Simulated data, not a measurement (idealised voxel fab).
process module | voxel gate over fins
cross-section cut | 240 nm wide | cells 5 nm
A cross-section is a grid of square cells, given in bands from the top down. A band is one or more rows of cells.
Each band's line starts with the height of the band's top and of its bottom, in nm. Then come its materials from left to right, each with its width in nm. One material with "throughout" fills the band from edge to edge. "air" is empty space.
Height 0 is the level under which the wafer as received is all one material. The lowest band goes on downwards, as in "0 down".
A width such as "30 to 40" changes by the same amount from each row of cells to the next, from the band's top row to its bottom row.
"no change" after a step means that no cell of the cross-section changed.
closed voids: empty space of 8 cells or more with no open way to the top, each as width x height at its distance from the left edge, in nm
after a step's settings: what the simulator itself notes on the step
overlay nm, on a step with a mask: how far to the right of its planned place the mask lay; to the left if negative
plan
1 op RECEIVE | material Si
2 op CONFORMAL_DEP | material SiN | thk nm 5
3 op DIRECTIONAL_DEP | material aC | thk nm 15
4 op PATTERN | tone cover | mask id FINS | material resist | width nm 15 | pitch nm 50 | thk nm 30 | overlay nm 0
5 op DIRECTIONAL_ETCH | etch materials aC | depth nm 15
6 op STRIP | etch materials resist
7 op DIRECTIONAL_ETCH | etch materials SiN | depth nm 5
8 op DIRECTIONAL_ETCH | etch materials Si | depth nm 35
9 op STRIP | etch materials aC
10 op OXIDIZE | depth nm 5
11 op FILL_DEP | material SiO2 | thk nm 15
12 op CMP | height nm 5
13 op DIRECTIONAL_DEP | material aC | thk nm 10
14 op PATTERN | tone open | mask id RAIL | material resist | width nm 15 | thk nm 30 | overlay nm 0
15 op DIRECTIONAL_ETCH | etch materials aC | depth nm 10
16 op STRIP | etch materials resist
17 op DIRECTIONAL_ETCH | etch materials SiO2 | depth nm 35
18 op STRIP | etch materials aC
19 op CONFORMAL_DEP | material TiN | thk nm 5
20 op FILL_DEP | material W | thk nm 5
21 op CMP | height nm 5
22 op SELECTIVE_ETCH | etch materials W Ru TiN | depth nm 25
23 op FILL_DEP | material SiO2 | thk nm 5
24 op CMP | height nm 5
25 op SELECTIVE_ETCH | etch materials SiO2 | depth nm 15
26 op STRIP | etch materials SiN
27 op CONFORMAL_DEP | material HfO2 | thk nm 5
28 op CONFORMAL_DEP | material TiN | thk nm 5
29 op CONFORMAL_DEP | material TiAl | thk nm 5
30 op CONFORMAL_DEP | material TiN | thk nm 5
31 op FILL_DEP | material W | thk nm 15
32 op CMP | height nm 30
33 op CONFORMAL_DEP | material SiN | thk nm 10
as received, after step 1
  0 down: Si throughout
  closed voids: none
a wafer at the end: this start, this plan, one mistake
  40 to 30: SiN throughout
  30 to 20: W throughout
  20 to 15: W 70 | TiAl 45 | W 5 | TiAl 45 | W 75
  15 to 10: W 70 | TiAl 5 | TiN 35 | TiAl 5 | W 5 | TiAl 5 | TiN 35 | TiAl 5 | W 75
  10 to 5: TiAl 75 | TiN 35 | TiAl 15 | TiN 35 | TiAl 80
  5 to 0: TiN 85 | HfO2 15 | TiN 35 | HfO2 15 | TiN 90
  0 to -5: TiN 85 | HfO2 5 | Si 5 | HfO2 5 | TiN 35 | HfO2 5 | Si 5 | HfO2 5 | TiN 90
  -5 to -10: HfO2 90 | Si 5 | HfO2 45 | Si 5 | HfO2 95
  -10 to -20: SiO2 90 | Si 5 | SiO2 45 | Si 5 | SiO2 95
  -20 to -25: SiO2 90 | Si 5 | SiO2 15 | TiN 5 | W 5 | TiN 5 | SiO2 15 | Si 5 | SiO2 95
  -25 to -30: SiO2 90 | Si 5 | SiO2 15 | TiN 15 | SiO2 15 | Si 5 | SiO2 95
  -30 to -40: SiO2 90 | Si 5 | SiO2 45 | Si 5 | SiO2 95
  -40 down: Si throughout
  closed voids: none
what went wrong: steps 29 and 30 were swapped
